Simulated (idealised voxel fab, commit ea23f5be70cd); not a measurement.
process module | voxel fin reveal
cross-section cut | 255 nm wide | cells 5 nm
A cross-section is a grid of square cells, given in bands from the top down. A band is one or more rows of cells.
Each band's line starts with the height of the band's top and of its bottom, in nm. Then come its materials from left to right, each with its width in nm. One material with "throughout" fills the band from edge to edge. "air" is empty space.
Height 0 is the level under which the wafer as received is all one material. The lowest band goes on downwards, as in "0 down".
A width such as "30 to 40" changes by the same amount from each row of cells to the next, from the band's top row to its bottom row.
"no change" after a step means that no cell of the cross-section changed.
closed voids: empty space of 8 cells or more with no open way to the top, each as width x height at its distance from the left edge, in nm
after a step's settings: what the simulator itself notes on the step
overlay nm, on a step with a mask: how far to the right of its planned place the mask lay; to the left if negative
plan
1 op RECEIVE | material Si
2 op CONFORMAL_DEP | material SiN | thk nm 10
3 op PATTERN | tone cover | mask id FINS | material resist | width nm 15 | pitch nm 40 | thk nm 15 | overlay nm 0
4 op DIRECTIONAL_ETCH | etch materials SiN | depth nm 10
5 op DIRECTIONAL_ETCH | etch materials Si | depth nm 35
6 op STRIP | etch materials resist
7 op OXIDIZE | depth nm 5
8 op FILL_DEP | material SiO2 | thk nm 15
9 op CMP | height nm 10
10 op SELECTIVE_ETCH | etch materials SiO2 | depth nm 35
11 op STRIP | etch materials SiN
as received, after step 1
  0 down: Si throughout
  closed voids: none
first wafer at the end, as planned
  0 to -25: air 85 | Si 5 | air 35 | Si 5 | air 35 | Si 5 | air 85
  -25 to -40: SiO2 85 | Si 5 | SiO2 35 | Si 5 | SiO2 35 | Si 5 | SiO2 85
  -40 down: Si throughout
  closed voids: none
second wafer at the end: like start, like plan, one mistake
  0 to -25: air 85 | Si 10 | air 30 | Si 10 | air 30 | Si 10 | air 80
  -25 to -40: SiO2 85 | Si 10 | SiO2 30 | Si 10 | SiO2 30 | Si 10 | SiO2 80
  -40 down: Si throughout
  closed voids: none
what went wrong: step 3 ran as: op PATTERN | tone cover | mask id FINS | material resist | width nm 20 | pitch nm 40 | thk nm 15 | overlay nm 0
at the end the second wafer has, in cells: 24 more of Si | 9 fewer of SiO2
